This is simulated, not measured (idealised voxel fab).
Process module, titled voxel capacitor over wiring
Cross-section cut spans 200 nm and uses square cells 5 nm in size.
Think of the cross-section as a grid of square cells. We describe it in bands, top to bottom, and each band covers one or more rows of those cells.
In this notation a band is specified by the heights of its top and bottom, in that order and in nm, after which its materials appear from left to right, each paired with its width in nm. The word "throughout" attached to a single material means that material fills the band from edge to edge; the word "blank" stands for empty space.
All heights in this document are referenced to 0, defined as the level beneath which the wafer, as received, consists entirely of one material. The lowest band is not bounded below; it extends indefinitely downward and is written in the form "z 0 and below".
Quick explanation for "30..40": the width changes in equal steps down the rows of cells, from the first number in the band's top row to the second number in its bottom row.
Given "left unchanged" for a step, no cell of the cross-section differs between before and after that step.
"Fully enclosed voids": sealed empty spaces, 8 cells or more, no open way to top, listed width x height at distance, with distance from the left edge and width, height and distance in nm.
Note: text after step settings on the step line = simulator remark on that step.
"overlay nm" answers the question of how far to the right of plan the mask lay on a step that has a mask, and when it is negative the answer is to the left.
Quick note on how to read the rest: it's all pairs. You get the cross-section before a process step and the one after, but the after one only goes down as far as the lowest band that changed. The step in between, with its settings, sits under the pair. Heads up, the pairs can come from different runs of this module on the same starting wafer, so don't assume a pair picks up from the one above unless its "Before this step" entry says it does.

# Before this step
- z 80 to 75 = blank 60 nm  TiN 25 nm  blank 115 nm
- z 75 to 70 = blank 60 nm  SiN 25 nm  blank 115 nm
- z 70 to 65 = blank 50 nm  TiN 65 nm  blank 85 nm
- z 65 to 60 = blank 50 nm  Ru 35 nm  SiN 30 nm  blank 85 nm
- z 60 to 55 = TiN 50 nm  Ru 35 nm  TiN 115 nm
- z 55 to 45 = lowk 60 nm  Ru 15 nm  lowk 125 nm
- z 45 to 40 = SiCN 60 nm  Ru 15 nm  SiCN 125 nm
- z 40 to 20 = lowk 55 nm  TiN 5 nm  Cu 10 nm  TiN 5 nm  lowk 50 nm  TiN 5 nm  Cu 10 nm  TiN 5 nm  lowk 55 nm
- z 20 to 15 = SiCN 55 nm  TiN 20 nm  SiCN 50 nm  TiN 20 nm  SiCN 55 nm
- z 15 to 0 = SiO2 throughout
- z 0 and below = Si throughout
- Fully enclosed voids: none

# Post-Step Appearance
- z 80 to 75 = blank 60 nm  TiN 25 nm  blank 115 nm
- z 75 to 70 = blank 60 nm  SiN 25 nm  blank 115 nm
- z 70 to 65 = blank 55 nm  TiN 60 nm  blank 85 nm
- z 65 to 60 = blank 50 nm  Ru 35 nm  SiN 30 nm  blank 85 nm
- z 60 to 55 = blank 50 nm  Ru 35 nm  TiN 35 nm  blank 80 nm
- Below 55, the layers are the same as they were.
- Fully enclosed voids: none
the step between: MASKED_ETCH,tone cover,mask id LOWER_PLATE,width nm 65,etch materials TiN,depth nm 5,overlay nm 0

Before this step: look at the pair above, its after cross-section is where this step starts.

# Post-Step Appearance
- z 95 to 80 = SiO2 throughout
- z 80 to 75 = SiO2 60 nm  TiN 25 nm  SiO2 115 nm
- z 75 to 70 = SiO2 60 nm  SiN 25 nm  SiO2 115 nm
- z 70 to 65 = SiO2 55 nm  TiN 60 nm  SiO2 85 nm
- z 65 to 60 = SiO2 50 nm  Ru 35 nm  SiN 30 nm  SiO2 85 nm
- z 60 to 55 = SiO2 50 nm  Ru 35 nm  TiN 35 nm  SiO2 80 nm
- Below 55, the layers are the same as they were.
- Fully enclosed voids: none
the step between: FILL_DEP,material SiO2,thk nm 15

Before this step: look at the pair above, its after cross-section is where this step starts.

# Post-Step Appearance
- z 80 to 75 = SiO2 60 nm  TiN 25 nm  SiO2 115 nm
- Below 75, the layers are the same as they were.
- Fully enclosed voids: none
the step between: CMP,height nm 80

Before this step: look at the pair above, its after cross-section is where this step starts.

# Post-Step Appearance
- z 100 to 80 = resist 70 nm  blank 15 nm  resist 115 nm
- Below 80, the layers are the same as they were.
- Fully enclosed voids: none
the step between: PATTERN,tone open,mask id PLUG_2,material resist,width nm 15,thk nm 20,overlay nm 0

Before this step: look at the pair above, its after cross-section is where this step starts.

# Post-Step Appearance
- z 80 to 75 = SiO2 60 nm  TiN 25 nm  SiO2 115 nm
- Below 75, the layers are the same as they were.
- Fully enclosed voids: none
the step between: STRIP,etch materials resist

Before this step: look at the pair above, its after cross-section is where this step starts.

# Post-Step Appearance
- z 85 to 80 = TiN throughout
- Below 80, the layers are the same as they were.
- Fully enclosed voids: none
the step between: CONFORMAL_DEP,material TiN,thk nm 5

Before this step: look at the pair above, its after cross-section is where this step starts.

# Post-Step Appearance
- z 95 to 85 = Cu throughout
- Below 85, the layers are the same as they were.
- Fully enclosed voids: none
the step between: FILL_DEP,material Cu,thk nm 10

Before this step: look at the pair above, its after cross-section is where this step starts.

# Post-Step Appearance
- z 80 to 75 = SiO2 60 nm  TiN 25 nm  SiO2 115 nm
- Below 75, the layers are the same as they were.
- Fully enclosed voids: none
the step between: CMP,height nm 80

Before this step: look at the pair above, its after cross-section is where this step starts.

# Post-Step Appearance
- z 85 to 80 = SiN throughout
- Below 80, the layers are the same as they were.
- Fully enclosed voids: none
the step between: CONFORMAL_DEP,material SiN,thk nm 5

# Before this step
- z 35 to 15 = lowk throughout
- z 15 to 0 = SiO2 throughout
- z 0 and below = Si throughout
- Fully enclosed voids: none

# Post-Step Appearance
- z 40 to 35 = SiCN throughout
- Below 35, the layers are the same as they were.
- Fully enclosed voids: none
the step between: CONFORMAL_DEP,material SiCN,thk nm 5

Before this step: look at the pair above, its after cross-section is where this step starts.

# Post-Step Appearance
- z 60 to 40 = resist 55 nm  blank 20 nm  resist 50 nm  blank 20 nm  resist 55 nm
- Below 40, the layers are the same as they were.
- Fully enclosed voids: none
the step between: PATTERN,tone open,mask id METAL_1,material resist,width nm 20,pitch nm 70,thk nm 20,overlay nm 0

Before this step: look at the pair above, its after cross-section is where this step starts.

# Post-Step Appearance
- z 60 to 40 = resist 55 nm  blank 20 nm  resist 50 nm  blank 20 nm  resist 55 nm
- z 40 to 35 = SiCN 55 nm  blank 20 nm  SiCN 50 nm  blank 20 nm  SiCN 55 nm
- Below 35, the layers are the same as they were.
- Fully enclosed voids: none
the step between: DIRECTIONAL_ETCH,etch materials SiCN,depth nm 5

Before this step: look at the pair above, its after cross-section is where this step starts.

# Post-Step Appearance
- z 40 to 35 = SiCN 55 nm  blank 20 nm  SiCN 50 nm  blank 20 nm  SiCN 55 nm
- Below 35, the layers are the same as they were.
- Fully enclosed voids: none
the step between: STRIP,etch materials resist

Before this step: look at the pair above, its after cross-section is where this step starts.

# Post-Step Appearance
- z 45 to 40 = TiN 60 nm  blank 10 nm  TiN 60 nm  blank 10 nm  TiN 60 nm
- z 40 to 35 = SiCN 55 nm  TiN 20 nm  SiCN 50 nm  TiN 20 nm  SiCN 55 nm
- Below 35, the layers are the same as they were.
- Fully enclosed voids: none
the step between: CONFORMAL_DEP,material TiN,thk nm 5

Before this step: look at the pair above, its after cross-section is where this step starts.

# Post-Step Appearance
- z 55 to 45 = Cu throughout
- z 45 to 40 = TiN 60 nm  Cu 10 nm  TiN 60 nm  Cu 10 nm  TiN 60 nm
- Below 40, the layers are the same as they were.
- Fully enclosed voids: none
the step between: FILL_DEP,material Cu,thk nm 10

Before this step: look at the pair above, its after cross-section is where this step starts.

# Post-Step Appearance
- z 40 to 35 = SiCN 55 nm  TiN 20 nm  SiCN 50 nm  TiN 20 nm  SiCN 55 nm
- Below 35, the layers are the same as they were.
- Fully enclosed voids: none
the step between: CMP,height nm 40

Before this step: look at the pair above, its after cross-section is where this step starts.

# Post-Step Appearance
- z 45 to 40 = SiCN throughout
- Below 40, the layers are the same as they were.
- Fully enclosed voids: none
the step between: CONFORMAL_DEP,material SiCN,thk nm 5

Before this step: look at the pair above, its after cross-section is where this step starts.

# Post-Step Appearance
- z 55 to 45 = lowk throughout
- Below 45, the layers are the same as they were.
- Fully enclosed voids: none
the step between: DIRECTIONAL_DEP,material lowk,thk nm 10

Before this step: look at the pair above, its after cross-section is where this step starts.

# Post-Step Appearance
- z 70 to 55 = resist 60 nm  blank 15 nm  resist 125 nm
- Below 55, the layers are the same as they were.
- Fully enclosed voids: none
the step between: PATTERN,tone open,mask id PLUG_1,material resist,width nm 15,thk nm 15,overlay nm 0

Before this step: look at the pair above, its after cross-section is where this step starts.

# Post-Step Appearance
- z 70 to 55 = resist 60 nm  blank 15 nm  resist 125 nm
- z 55 to 45 = lowk 60 nm  blank 15 nm  lowk 125 nm
- Below 45, the layers are the same as they were.
- Fully enclosed voids: none
the step between: DIRECTIONAL_ETCH,etch materials lowk,depth nm 10

Before this step: look at the pair above, its after cross-section is where this step starts.

# Post-Step Appearance
- z 70 to 55 = resist 60 nm  blank 15 nm  resist 125 nm
- z 55 to 45 = lowk 60 nm  blank 15 nm  lowk 125 nm
- z 45 to 40 = SiCN 60 nm  blank 15 nm  SiCN 125 nm
- Below 40, the layers are the same as they were.
- Fully enclosed voids: none
the step between: DIRECTIONAL_ETCH,etch materials SiCN,depth nm 5

Before this step: look at the pair above, its after cross-section is where this step starts.

# Post-Step Appearance
- z 55 to 45 = lowk 60 nm  blank 15 nm  lowk 125 nm
- Below 45, the layers are the same as they were.
- Fully enclosed voids: none
the step between: STRIP,etch materials resist

Before this step: look at the pair above, its after cross-section is where this step starts.

# Post-Step Appearance
- z 55 to 50 = lowk 60 nm  blank 15 nm  lowk 125 nm
- z 50 to 45 = lowk 60 nm  Ru 15 nm  lowk 125 nm
- z 45 to 40 = SiCN 60 nm  Ru 15 nm  SiCN 125 nm
- Below 40, the layers are the same as they were.
- Fully enclosed voids: none
the step between: EPI,material Ru,thk nm 10

Before this step: look at the pair above, its after cross-section is where this step starts.

# Post-Step Appearance
- z 55 to 45 = lowk 60 nm  Ru 15 nm  lowk 125 nm
- Below 45, the layers are the same as they were.
- Fully enclosed voids: none
the step between: EPI,material Ru,thk nm 5

Before this step: look at the pair above, its after cross-section is where this step starts.

# Post-Step Appearance
- z 60 to 55 = TiN throughout
- Below 55, the layers are the same as they were.
- Fully enclosed voids: none
the step between: DIRECTIONAL_DEP,material TiN,thk nm 5

Before this step: look at the pair above, its after cross-section is where this step starts.

# Post-Step Appearance
- z 65 to 60 = SiN throughout
- Below 60, the layers are the same as they were.
- Fully enclosed voids: none
the step between: DIRECTIONAL_DEP,material SiN,thk nm 5

Before this step: look at the pair above, its after cross-section is where this step starts.

# Post-Step Appearance
- z 70 to 65 = TiN throughout
- Below 65, the layers are the same as they were.
- Fully enclosed voids: none
the step between: DIRECTIONAL_DEP,material TiN,thk nm 5

Before this step: look at the pair above, its after cross-section is where this step starts.

# Post-Step Appearance
- z 80 to 70 = aC throughout
- Below 70, the layers are the same as they were.
- Fully enclosed voids: none
the step between: DIRECTIONAL_DEP,material aC,thk nm 10

Before this step: look at the pair above, its after cross-section is where this step starts.

# Post-Step Appearance
- z 110 to 80 = blank 60 nm  resist 55 nm  blank 85 nm
- Below 80, the layers are the same as they were.
- Fully enclosed voids: none
the step between: PATTERN,tone cover,mask id UPPER_PLATE,material resist,width nm 55,thk nm 30,overlay nm 0

Before this step: look at the pair above, its after cross-section is where this step starts.

# Post-Step Appearance
- z 100 to 80 = blank 60 nm  resist 55 nm  blank 85 nm
- z 80 to 70 = blank 60 nm  aC 55 nm  blank 85 nm
- Below 70, the layers are the same as they were.
- Fully enclosed voids: none
the step between: DIRECTIONAL_ETCH,etch materials aC,depth nm 10

Before this step: look at the pair above, its after cross-section is where this step starts.

# Post-Step Appearance
- z 80 to 70 = blank 60 nm  aC 55 nm  blank 85 nm
- Below 70, the layers are the same as they were.
- Fully enclosed voids: none
the step between: STRIP,etch materials resist

Before this step: look at the pair above, its after cross-section is where this step starts.

# Post-Step Appearance
- z 80 to 70 = blank 60 nm  aC 55 nm  blank 85 nm
- z 70 to 65 = blank 60 nm  TiN 55 nm  blank 85 nm
- Below 65, the layers are the same as they were.
- Fully enclosed voids: none
the step between: DIRECTIONAL_ETCH,etch materials TiN,depth nm 5

Before this step: look at the pair above, its after cross-section is where this step starts.

# Post-Step Appearance
- z 80 to 70 = blank 60 nm  aC 55 nm  blank 85 nm
- z 70 to 65 = blank 60 nm  TiN 55 nm  blank 85 nm
- z 65 to 60 = blank 60 nm  SiN 55 nm  blank 85 nm
- Below 60, the layers are the same as they were.
- Fully enclosed voids: none
the step between: DIRECTIONAL_ETCH,etch materials SiN,depth nm 5

Before this step: look at the pair above, its after cross-section is where this step starts.

# Post-Step Appearance
- z 70 to 65 = blank 60 nm  TiN 55 nm  blank 85 nm
- Below 65, the layers are the same as they were.
- Fully enclosed voids: none
the step between: STRIP,etch materials aC

Before this step: look at the pair above, its after cross-section is where this step starts.

# Post-Step Appearance
- z 70 to 65 = blank 60 nm  TiN 55 nm  blank 85 nm
- z 65 to 60 = blank 60 nm  SiN 55 nm  blank 85 nm
- z 60 to 55 = blank 55 nm  TiN 65 nm  blank 80 nm
- Below 55, the layers are the same as they were.
- Fully enclosed voids: none
the step between: MASKED_ETCH,tone cover,mask id LOWER_PLATE,width nm 65,etch materials TiN,depth nm 5,overlay nm 0

Before this step: look at the pair above, its after cross-section is where this step starts.

# Post-Step Appearance
- z 85 to 70 = SiO2 throughout
- z 70 to 65 = SiO2 60 nm  TiN 55 nm  SiO2 85 nm
- z 65 to 60 = SiO2 60 nm  SiN 55 nm  SiO2 85 nm
- z 60 to 55 = SiO2 55 nm  TiN 65 nm  SiO2 80 nm
- Below 55, the layers are the same as they were.
- Fully enclosed voids: none
the step between: FILL_DEP,material SiO2,thk nm 15

Before this step: look at the pair above, its after cross-section is where this step starts.

# Post-Step Appearance
- z 80 to 70 = SiO2 throughout
- Below 70, the layers are the same as they were.
- Fully enclosed voids: none
the step between: CMP,height nm 80

Before this step: look at the pair above, its after cross-section is where this step starts.

# Post-Step Appearance
- z 100 to 80 = resist 70 nm  blank 15 nm  resist 115 nm
- Below 80, the layers are the same as they were.
- Fully enclosed voids: none
the step between: PATTERN,tone open,mask id PLUG_2,material resist,width nm 15,thk nm 20,overlay nm 0

Before this step: look at the pair above, its after cross-section is where this step starts.

# Post-Step Appearance
- z 100 to 80 = resist 70 nm  blank 15 nm  resist 115 nm
- z 80 to 70 = SiO2 70 nm  blank 15 nm  SiO2 115 nm
- Below 70, the layers are the same as they were.
- Fully enclosed voids: none
the step between: DIRECTIONAL_ETCH,etch materials SiO2,depth nm 10

Before this step: look at the pair above, its after cross-section is where this step starts.

# Post-Step Appearance
- z 80 to 70 = SiO2 70 nm  blank 15 nm  SiO2 115 nm
- Below 70, the layers are the same as they were.
- Fully enclosed voids: none
the step between: STRIP,etch materials resist

Before this step: look at the pair above, its after cross-section is where this step starts.

# Post-Step Appearance
- z 85 to 80 = TiN 75 nm  blank 5 nm  TiN 120 nm
- z 80 to 75 = SiO2 70 nm  TiN 5 nm  blank 5 nm  TiN 5 nm  SiO2 115 nm
- z 75 to 65 = SiO2 70..60 nm  TiN 15..55 nm  SiO2 115..85 nm
- Below 65, the layers are the same as they were.
- Fully enclosed voids: none
the step between: CONFORMAL_DEP,material TiN,thk nm 5

Before this step: look at the pair above, its after cross-section is where this step starts.

# Post-Step Appearance
- z 95 to 85 = Cu throughout
- z 85 to 80 = TiN 75 nm  Cu 5 nm  TiN 120 nm
- z 80 to 75 = SiO2 70 nm  TiN 5 nm  Cu 5 nm  TiN 5 nm  SiO2 115 nm
- Below 75, the layers are the same as they were.
- Fully enclosed voids: none
the step between: FILL_DEP,material Cu,thk nm 10

Before this step: look at the pair above, its after cross-section is where this step starts.

# Post-Step Appearance
- z 80 to 75 = SiO2 70 nm  TiN 5 nm  Cu 5 nm  TiN 5 nm  SiO2 115 nm
- Below 75, the layers are the same as they were.
- Fully enclosed voids: none
the step between: CMP,height nm 80

Before this step: look at the pair above, its after cross-section is where this step starts.

# Post-Step Appearance
- z 85 to 80 = SiN throughout
- Below 80, the layers are the same as they were.
- Fully enclosed voids: none
the step between: CONFORMAL_DEP,material SiN,thk nm 5

# Before this step
- z 0 and below = Si throughout
- Fully enclosed voids: none

# Post-Step Appearance
- z 20 to 0 = SiO2 throughout
- Below 0, the layers are the same as they were.
- Fully enclosed voids: none
the step between: CONFORMAL_DEP,material SiO2,thk nm 20

Before this step: look at the pair above, its after cross-section is where this step starts.

# Post-Step Appearance
- z 25 to 20 = SiCN throughout
- Below 20, the layers are the same as they were.
- Fully enclosed voids: none
the step between: CONFORMAL_DEP,material SiCN,thk nm 5

Before this step: look at the pair above, its after cross-section is where this step starts.

# Post-Step Appearance
- z 45 to 25 = lowk throughout
- Below 25, the layers are the same as they were.
- Fully enclosed voids: none
the step between: DIRECTIONAL_DEP,material lowk,thk nm 20

Before this step: look at the pair above, its after cross-section is where this step starts.

# Post-Step Appearance
- z 65 to 45 = resist 55 nm  blank 20 nm  resist 50 nm  blank 20 nm  resist 55 nm
- Below 45, the layers are the same as they were.
- Fully enclosed voids: none
the step between: PATTERN,tone open,mask id METAL_1,material resist,width nm 20,pitch nm 70,thk nm 20,overlay nm 0

Before this step: look at the pair above, its after cross-section is where this step starts.

# Post-Step Appearance
- z 65 to 45 = resist 55 nm  blank 20 nm  resist 50 nm  blank 20 nm  resist 55 nm
- z 45 to 25 = lowk 55 nm  blank 20 nm  lowk 50 nm  blank 20 nm  lowk 55 nm
- Below 25, the layers are the same as they were.
- Fully enclosed voids: none
the step between: DIRECTIONAL_ETCH,etch materials lowk,depth nm 20

Before this step: look at the pair above, its after cross-section is where this step starts.

# Post-Step Appearance
- z 65 to 45 = resist 55 nm  blank 20 nm  resist 50 nm  blank 20 nm  resist 55 nm
- z 45 to 25 = lowk 55 nm  blank 20 nm  lowk 50 nm  blank 20 nm  lowk 55 nm
- z 25 to 20 = SiCN 55 nm  blank 20 nm  SiCN 50 nm  blank 20 nm  SiCN 55 nm
- Below 20, the layers are the same as they were.
- Fully enclosed voids: none
the step between: DIRECTIONAL_ETCH,etch materials SiCN,depth nm 5

Before this step: look at the pair above, its after cross-section is where this step starts.

# Post-Step Appearance
- z 45 to 25 = lowk 55 nm  blank 20 nm  lowk 50 nm  blank 20 nm  lowk 55 nm
- Below 25, the layers are the same as they were.
- Fully enclosed voids: none
the step between: STRIP,etch materials resist

Before this step: look at the pair above, its after cross-section is where this step starts.

# Post-Step Appearance
- z 50 to 45 = TiN 60 nm  blank 10 nm  TiN 60 nm  blank 10 nm  TiN 60 nm
- z 45 to 25 = lowk 55 nm  TiN 5 nm  blank 10 nm  TiN 5 nm  lowk 50 nm  TiN 5 nm  blank 10 nm  TiN 5 nm  lowk 55 nm
- z 25 to 20 = SiCN 55 nm  TiN 20 nm  SiCN 50 nm  TiN 20 nm  SiCN 55 nm
- Below 20, the layers are the same as they were.
- Fully enclosed voids: none
the step between: CONFORMAL_DEP,material TiN,thk nm 5

Before this step: look at the pair above, its after cross-section is where this step starts.

# Post-Step Appearance
- z 60 to 50 = Cu throughout
- z 50 to 45 = TiN 60 nm  Cu 10 nm  TiN 60 nm  Cu 10 nm  TiN 60 nm
- z 45 to 25 = lowk 55 nm  TiN 5 nm  Cu 10 nm  TiN 5 nm  lowk 50 nm  TiN 5 nm  Cu 10 nm  TiN 5 nm  lowk 55 nm
- Below 25, the layers are the same as they were.
- Fully enclosed voids: none
the step between: FILL_DEP,material Cu,thk nm 10

Before this step: look at the pair above, its after cross-section is where this step starts.

# Post-Step Appearance
- z 40 to 25 = lowk 55 nm  TiN 5 nm  Cu 10 nm  TiN 5 nm  lowk 50 nm  TiN 5 nm  Cu 10 nm  TiN 5 nm  lowk 55 nm
- Below 25, the layers are the same as they were.
- Fully enclosed voids: none
the step between: CMP,height nm 40

Before this step: look at the pair above, its after cross-section is where this step starts.

# Post-Step Appearance
- z 45 to 40 = SiCN throughout
- Below 40, the layers are the same as they were.
- Fully enclosed voids: none
the step between: CONFORMAL_DEP,material SiCN,thk nm 5

Before this step: look at the pair above, its after cross-section is where this step starts.

# Post-Step Appearance
- z 55 to 45 = lowk throughout
- Below 45, the layers are the same as they were.
- Fully enclosed voids: none
the step between: DIRECTIONAL_DEP,material lowk,thk nm 10

Before this step: look at the pair above, its after cross-section is where this step starts.

# Post-Step Appearance
- z 70 to 55 = resist 60 nm  blank 15 nm  resist 125 nm
- Below 55, the layers are the same as they were.
- Fully enclosed voids: none
the step between: PATTERN,tone open,mask id PLUG_1,material resist,width nm 15,thk nm 15,overlay nm 0

Before this step: look at the pair above, its after cross-section is where this step starts.

# Post-Step Appearance
- z 70 to 55 = resist 60 nm  blank 15 nm  resist 125 nm
- z 55 to 45 = lowk 60 nm  blank 15 nm  lowk 125 nm
- Below 45, the layers are the same as they were.
- Fully enclosed voids: none
the step between: DIRECTIONAL_ETCH,etch materials lowk,depth nm 10

Before this step: look at the pair above, its after cross-section is where this step starts.

# Post-Step Appearance
- z 70 to 55 = resist 60 nm  blank 15 nm  resist 125 nm
- z 55 to 45 = lowk 60 nm  blank 15 nm  lowk 125 nm
- z 45 to 40 = SiCN 60 nm  blank 15 nm  SiCN 125 nm
- Below 40, the layers are the same as they were.
- Fully enclosed voids: none
the step between: DIRECTIONAL_ETCH,etch materials SiCN,depth nm 5

Before this step: look at the pair above, its after cross-section is where this step starts.

# Post-Step Appearance
- z 55 to 45 = lowk 60 nm  blank 15 nm  lowk 125 nm
- Below 45, the layers are the same as they were.
- Fully enclosed voids: none
the step between: STRIP,etch materials resist

Before this step: look at the pair above, its after cross-section is where this step starts.

# Post-Step Appearance
- z 55 to 50 = lowk 60 nm  blank 15 nm  lowk 125 nm
- z 50 to 45 = lowk 60 nm  Ru 15 nm  lowk 125 nm
- z 45 to 40 = SiCN 60 nm  Ru 15 nm  SiCN 125 nm
- Below 40, the layers are the same as they were.
- Fully enclosed voids: none
the step between: EPI,material Ru,thk nm 10

Before this step: look at the pair above, its after cross-section is where this step starts.

# Post-Step Appearance
- z 55 to 45 = lowk 60 nm  Ru 15 nm  lowk 125 nm
- Below 45, the layers are the same as they were.
- Fully enclosed voids: none
the step between: EPI,material Ru,thk nm 5

Before this step: look at the pair above, its after cross-section is where this step starts.

# Post-Step Appearance
- z 60 to 55 = TiN throughout
- Below 55, the layers are the same as they were.
- Fully enclosed voids: none
the step between: DIRECTIONAL_DEP,material TiN,thk nm 5

Before this step: look at the pair above, its after cross-section is where this step starts.

# Post-Step Appearance
- z 65 to 60 = SiN throughout
- Below 60, the layers are the same as they were.
- Fully enclosed voids: none
the step between: DIRECTIONAL_DEP,material SiN,thk nm 5

Before this step: look at the pair above, its after cross-section is where this step starts.

# Post-Step Appearance
- z 70 to 65 = TiN throughout
- Below 65, the layers are the same as they were.
- Fully enclosed voids: none
the step between: DIRECTIONAL_DEP,material TiN,thk nm 5

Before this step: look at the pair above, its after cross-section is where this step starts.

# Post-Step Appearance
- z 80 to 70 = aC throughout
- Below 70, the layers are the same as they were.
- Fully enclosed voids: none
the step between: DIRECTIONAL_DEP,material aC,thk nm 10

Before this step: look at the pair above, its after cross-section is where this step starts.

# Post-Step Appearance
- z 110 to 80 = blank 60 nm  resist 55 nm  blank 85 nm
- Below 80, the layers are the same as they were.
- Fully enclosed voids: none
the step between: PATTERN,tone cover,mask id UPPER_PLATE,material resist,width nm 55,thk nm 30,overlay nm 0

Before this step: look at the pair above, its after cross-section is where this step starts.

# Post-Step Appearance
- z 100 to 80 = blank 60 nm  resist 55 nm  blank 85 nm
- z 80 to 70 = blank 60 nm  aC 55 nm  blank 85 nm
- Below 70, the layers are the same as they were.
- Fully enclosed voids: none
the step between: DIRECTIONAL_ETCH,etch materials aC,depth nm 10

Before this step: look at the pair above, its after cross-section is where this step starts.

# Post-Step Appearance
- z 80 to 70 = blank 60 nm  aC 55 nm  blank 85 nm
- Below 70, the layers are the same as they were.
- Fully enclosed voids: none
the step between: STRIP,etch materials resist

Before this step: look at the pair above, its after cross-section is where this step starts.

# Post-Step Appearance
- z 80 to 70 = blank 60 nm  aC 55 nm  blank 85 nm
- z 70 to 65 = blank 60 nm  TiN 55 nm  blank 85 nm
- Below 65, the layers are the same as they were.
- Fully enclosed voids: none
the step between: DIRECTIONAL_ETCH,etch materials TiN,depth nm 5

Before this step: look at the pair above, its after cross-section is where this step starts.

# Post-Step Appearance
- z 80 to 70 = blank 60 nm  aC 55 nm  blank 85 nm
- z 70 to 65 = blank 60 nm  TiN 55 nm  blank 85 nm
- z 65 to 60 = blank 60 nm  SiN 55 nm  blank 85 nm
- Below 60, the layers are the same as they were.
- Fully enclosed voids: none
the step between: DIRECTIONAL_ETCH,etch materials SiN,depth nm 5

Before this step: look at the pair above, its after cross-section is where this step starts.

# Post-Step Appearance
- z 70 to 65 = blank 60 nm  TiN 55 nm  blank 85 nm
- Below 65, the layers are the same as they were.
- Fully enclosed voids: none
the step between: STRIP,etch materials aC

Before this step: look at the pair above, its after cross-section is where this step starts.

# Post-Step Appearance
- z 70 to 65 = blank 60 nm  TiN 55 nm  blank 85 nm
- z 65 to 60 = blank 60 nm  SiN 55 nm  blank 85 nm
- z 60 to 55 = blank 55 nm  TiN 65 nm  blank 80 nm
- Below 55, the layers are the same as they were.
- Fully enclosed voids: none
the step between: MASKED_ETCH,tone cover,mask id LOWER_PLATE,width nm 65,etch materials TiN,depth nm 5,overlay nm 0

Before this step: look at the pair above, its after cross-section is where this step starts.

# Post-Step Appearance
- z 85 to 70 = SiO2 throughout
- z 70 to 65 = SiO2 60 nm  TiN 55 nm  SiO2 85 nm
- z 65 to 60 = SiO2 60 nm  SiN 55 nm  SiO2 85 nm
- z 60 to 55 = SiO2 55 nm  TiN 65 nm  SiO2 80 nm
- Below 55, the layers are the same as they were.
- Fully enclosed voids: none
the step between: FILL_DEP,material SiO2,thk nm 15

Before this step: look at the pair above, its after cross-section is where this step starts.

# Post-Step Appearance
- z 80 to 70 = SiO2 throughout
- Below 70, the layers are the same as they were.
- Fully enclosed voids: none
the step between: CMP,height nm 80

Before this step: look at the pair above, its after cross-section is where this step starts.

# Post-Step Appearance
- z 100 to 80 = resist 70 nm  blank 15 nm  resist 115 nm
- Below 80, the layers are the same as they were.
- Fully enclosed voids: none
the step between: PATTERN,tone open,mask id PLUG_2,material resist,width nm 15,thk nm 20,overlay nm 0

Before this step: look at the pair above, its after cross-section is where this step starts.

# Post-Step Appearance
- z 100 to 80 = resist 70 nm  blank 15 nm  resist 115 nm
- z 80 to 70 = SiO2 70 nm  blank 15 nm  SiO2 115 nm
- Below 70, the layers are the same as they were.
- Fully enclosed voids: none
the step between: DIRECTIONAL_ETCH,etch materials SiO2,depth nm 10

Before this step: look at the pair above, its after cross-section is where this step starts.

# Post-Step Appearance
- z 80 to 70 = SiO2 70 nm  blank 15 nm  SiO2 115 nm
- Below 70, the layers are the same as they were.
- Fully enclosed voids: none
the step between: STRIP,etch materials resist

Before this step: look at the pair above, its after cross-section is where this step starts.

# Post-Step Appearance
- z 85 to 80 = TiN 75 nm  blank 5 nm  TiN 120 nm
- z 80 to 75 = SiO2 70 nm  TiN 5 nm  blank 5 nm  TiN 5 nm  SiO2 115 nm
- z 75 to 65 = SiO2 70..60 nm  TiN 15..55 nm  SiO2 115..85 nm
- Below 65, the layers are the same as they were.
- Fully enclosed voids: none
the step between: CONFORMAL_DEP,material TiN,thk nm 5

Before this step: look at the pair above, its after cross-section is where this step starts.

# Post-Step Appearance
- z 95 to 85 = Cu throughout
- z 85 to 80 = TiN 75 nm  Cu 5 nm  TiN 120 nm
- z 80 to 75 = SiO2 70 nm  TiN 5 nm  Cu 5 nm  TiN 5 nm  SiO2 115 nm
- Below 75, the layers are the same as they were.
- Fully enclosed voids: none
the step between: FILL_DEP,material Cu,thk nm 10

Before this step: look at the pair above, its after cross-section is where this step starts.

# Post-Step Appearance
- z 80 to 75 = SiO2 70 nm  TiN 5 nm  Cu 5 nm  TiN 5 nm  SiO2 115 nm
- Below 75, the layers are the same as they were.
- Fully enclosed voids: none
the step between: CMP,height nm 80

Before this step: look at the pair above, its after cross-section is where this step starts.

# Post-Step Appearance
- z 85 to 80 = SiN throughout
- Below 80, the layers are the same as they were.
- Fully enclosed voids: none
the step between: CONFORMAL_DEP,material SiN,thk nm 5

# Before this step
- z 70 to 65 = blank 60 nm  TiN 55 nm  blank 85 nm
- z 65 to 60 = blank 60 nm  SiN 55 nm  blank 85 nm
- z 60 to 55 = TiN throughout
- z 55 to 45 = lowk 60 nm  Ru 15 nm  lowk 125 nm
- z 45 to 40 = SiCN 60 nm  Ru 15 nm  SiCN 125 nm
- z 40 to 20 = lowk 55 nm  TiN 5 nm  Cu 10 nm  TiN 5 nm  lowk 50 nm  TiN 5 nm  Cu 10 nm  TiN 5 nm  lowk 55 nm
- z 20 to 15 = SiCN 55 nm  TiN 20 nm  SiCN 50 nm  TiN 20 nm  SiCN 55 nm
- z 15 to 0 = SiO2 throughout
- z 0 and below = Si throughout
- Fully enclosed voids: none

# Post-Step Appearance
- z 70 to 65 = blank 60 nm  TiN 55 nm  blank 85 nm
- z 65 to 60 = blank 60 nm  SiN 55 nm  blank 85 nm
- z 60 to 55 = blank 60 nm  TiN 55 nm  blank 85 nm
- Below 55, the layers are the same as they were.
- Fully enclosed voids: none
the step between: MASKED_ETCH,tone cover,mask id LOWER_PLATE,width nm 55,etch materials TiN,depth nm 5,overlay nm 0

Before this step: look at the pair above, its after cross-section is where this step starts.

# Post-Step Appearance
- z 85 to 70 = SiO2 throughout
- z 70 to 65 = SiO2 60 nm  TiN 55 nm  SiO2 85 nm
- z 65 to 60 = SiO2 60 nm  SiN 55 nm  SiO2 85 nm
- z 60 to 55 = SiO2 60 nm  TiN 55 nm  SiO2 85 nm
- Below 55, the layers are the same as they were.
- Fully enclosed voids: none
the step between: FILL_DEP,material SiO2,thk nm 15

Before this step: look at the pair above, its after cross-section is where this step starts.

# Post-Step Appearance
- z 80 to 70 = SiO2 throughout
- Below 70, the layers are the same as they were.
- Fully enclosed voids: none
the step between: CMP,height nm 80

Before this step: look at the pair above, its after cross-section is where this step starts.

# Post-Step Appearance
- z 100 to 80 = resist 70 nm  blank 15 nm  resist 115 nm
- Below 80, the layers are the same as they were.
- Fully enclosed voids: none
the step between: PATTERN,tone open,mask id PLUG_2,material resist,width nm 15,thk nm 20,overlay nm 0
